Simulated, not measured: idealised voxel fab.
process module | voxel local oxidation
The figure presents cross-section cut, which has a width of 185 nm and is divided into square cells with an edge length of 5 nm.
Format of a cross-section: grid, square cells. Given as bands. Order: top down. Band: one or more rows of cells. First you get the band's top height and its bottom height, in nm, and then the materials it's made of, left to right, with each width in nm. If you see a single material with "throughout", that one covers the band edge to edge. "blank" is empty space. Heights are reckoned from 0. Under this level, the received wafer is all of one material. The bottommost band is open-ended downward, for example "top 0, no bottom". The width entry "30 to 40" should be interpreted row by row: the top row of cells in the band takes the first number, the bottom row takes the second number, and the change between adjacent rows is uniform throughout. Key: "stayed the same" - step with no changed cell in the cross-section. You'll see "Entrapped void list" listing empty spaces that have no way open to the top, as long as they're 8 cells or more; the notation is width x height at distance, where the distance is from the left edge, and all of it is in nm. Step line, after settings: the simulator's comment on this step. The setting "overlay nm" may be written on the line of a step. When the step uses a mask, the value reports how far to the right of the planned place the mask lay, and a negative value reports that it lay to the left.
**Planned process steps**
1: RECEIVE (material Si)
2: OXIDIZE (depth nm 5)
3: CONFORMAL_DEP (material SiN; thk nm 15)
4: PATTERN (tone cover; mask id ACTIVE; material resist; width nm 105; thk nm 20; overlay nm 0)
5: DIRECTIONAL_ETCH (etch materials SiN; depth nm 15)
6: STRIP (etch materials resist)
7: SELECTIVE_ETCH (etch materials SiO2; depth nm 5)
8: OXIDIZE (depth nm 10)
9: STRIP (etch materials SiN)
**Cross-section of the wafer at receipt, which is the condition after step 1**
	top 0, no bottom: Si throughout
	Entrapped void list: none
**The plan above was carried out on the starting structure above with one mistake, and this cross-section shows the wafer at the end of the module**
	top 0, bottom -5: 50 nm blank | 95 nm SiO2 | 40 nm blank
	top -5, bottom -15: 60 nm SiO2 | 75 nm Si | 50 nm SiO2
	top -15, no bottom: Si throughout
	Entrapped void list: none
In executing the process, a mistake was made relative to the plan: it should be noted that step 4 was executed with settings other than those planned, the operation and settings actually applied being PATTERN (tone cover; mask id ACTIVE; material resist; width nm 105; thk nm 20; overlay nm 5)
